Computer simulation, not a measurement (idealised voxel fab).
Herein follows the process module entitled voxel self aligned vias.
cross-section cut | 245 nm wide | cells 5 nm
A cross-section is written here as square cells arranged in a grid, and it is given in bands from the top down, each band taking up one or more rows of cells. What a band's entry tells you: where the top is and where the bottom is, as heights in nm, and after that what lies inside, material by material from left to right, each with its width in nm. Empty space is written as the word "blank", and a single material marked with the word "all across" occupies the band from edge to edge. Where do heights start? At 0: under that level the wafer as delivered is made of one material only. And the lowest band has no floor; it just carries on downward, as in "0 -> down". Think of "30 to 40" as a width that walks from the first number to the second as you go down the band, top row to bottom row, taking equal-sized steps from row to row. Key: "left unchanged" - step with no changed cell in the cross-section. Any empty space of 8 cells or more lacking an open way to the top shows up in "Enclosed internal voids" as width x height at distance, distance from the left edge, in nm. Past the settings on a step's line: simulator remark, on that step. overlay nm: how far to the right of its planned place the mask lay on this masked step (negative: to the left).
Planned step list for the process
step 1: RECEIVE: material Si
step 2: CONFORMAL_DEP: material SiO2, thk nm 10
step 3: CONFORMAL_DEP: material SiCN, thk nm 5
step 4: DIRECTIONAL_DEP: material lowk, thk nm 25
step 5: DIRECTIONAL_DEP: material aC, thk nm 15
step 6: PATTERN: tone open, mask id LINES, material resist, width nm 25, pitch nm 60, thk nm 35, overlay nm 0
step 7: DIRECTIONAL_ETCH: etch materials aC, depth nm 15
step 8: STRIP: etch materials resist
step 9: DIRECTIONAL_ETCH: etch materials lowk, depth nm 25
step 10: STRIP: etch materials aC
step 11: CONFORMAL_DEP: material TiN, thk nm 5
step 12: FILL_DEP: material W, thk nm 5
step 13: CMP: height nm 40
step 14: SELECTIVE_ETCH: etch materials W Ru TiN, depth nm 5
step 15: FILL_DEP: material SiN, thk nm 10
step 16: CMP: height nm 40
step 17: DIRECTIONAL_DEP: material lowk, thk nm 20
step 18: DIRECTIONAL_DEP: material aC, thk nm 10
step 19: PATTERN: tone open, mask id VIAS, material resist, width nm 35, pitch nm 60, thk nm 25, overlay nm 0
step 20: DIRECTIONAL_ETCH: etch materials aC, depth nm 10
step 21: STRIP: etch materials resist
step 22: DIRECTIONAL_ETCH: etch materials lowk, depth nm 20
step 23: DIRECTIONAL_ETCH: etch materials SiN, depth nm 5
step 24: STRIP: etch materials aC
step 25: CONFORMAL_DEP: material TiN, thk nm 5
step 26: FILL_DEP: material Ru, thk nm 10
step 27: CMP: height nm 60
step 28: CONFORMAL_DEP: material SiN, thk nm 5
Among the wafers covered here, the point of difference is the depth nm at step 14; their starting state is shared, and the plan presents the value of the first wafer.
First of several wafers, received after step 1, in cross-section
* 0 -> down = Si all across
* Enclosed internal voids: none
Here is the cross-section of the first of several wafers at the end of the module, after its last step, step 28
* 65 -> 60 = SiN all across
* 60 -> 45 = lowk (75), then TiN (5), then Ru (25), then TiN (5), then lowk (25), then TiN (5), then Ru (25), then TiN (5), then lowk (75)
* 45 -> 40 = lowk (75), then TiN (10), then Ru (15), then TiN (10), then lowk (25), then TiN (10), then Ru (15), then TiN (10), then lowk (75)
* 40 -> 35 = lowk (80), then TiN (25), then lowk (35), then TiN (25), then lowk (80)
* 35 -> 20 = lowk (80), then TiN (5), then W (15), then TiN (5), then lowk (35), then TiN (5), then W (15), then TiN (5), then lowk (80)
* 20 -> 15 = lowk (80), then TiN (25), then lowk (35), then TiN (25), then lowk (80)
* 15 -> 10 = SiCN all across
* 10 -> 0 = SiO2 all across
* 0 -> down = Si all across
* Enclosed internal voids: none
At the end of the module, the last of several wafers in cross-section
* 65 -> 60 = SiN all across
* 60 -> 45 = lowk (75), then TiN (5), then Ru (25), then TiN (5), then lowk (25), then TiN (5), then Ru (25), then TiN (5), then lowk (75)
* 45 -> 40 = lowk (75), then TiN (10), then Ru (15), then TiN (10), then lowk (25), then TiN (10), then Ru (15), then TiN (10), then lowk (75)
* 40 -> 35 = lowk (80), then TiN (25), then lowk (35), then TiN (25), then lowk (80)
* 35 -> 20 = lowk (80), then SiN (25), then lowk (35), then SiN (25), then lowk (80)
* 20 -> 15 = lowk (80), then TiN (25), then lowk (35), then TiN (25), then lowk (80)
* 15 -> 10 = SiCN all across
* 10 -> 0 = SiO2 all across
* 0 -> down = Si all across
* Enclosed internal voids: none
Every row in this table is a wafer at the end of the module, and it gives, for each of the materials, the cells that wafer has gained (+) or lost (-) since it was received, then its closed voids
depth nm 5, +36 Ru, +49 SiCN, +49 SiN, +98 SiO2, +52 TiN, +18 W, +335 lowk, Enclosed internal voids: none
depth nm 10, +36 Ru, +49 SiCN, +59 SiN, +98 SiO2, +48 TiN, +12 W, +335 lowk, Enclosed internal voids: none
depth nm 15, +36 Ru, +49 SiCN, +69 SiN, +98 SiO2, +44 TiN, +6 W, +335 lowk, Enclosed internal voids: none
depth nm 20, +36 Ru, +49 SiCN, +79 SiN, +98 SiO2, +40 TiN, +335 lowk, Enclosed internal voids: none
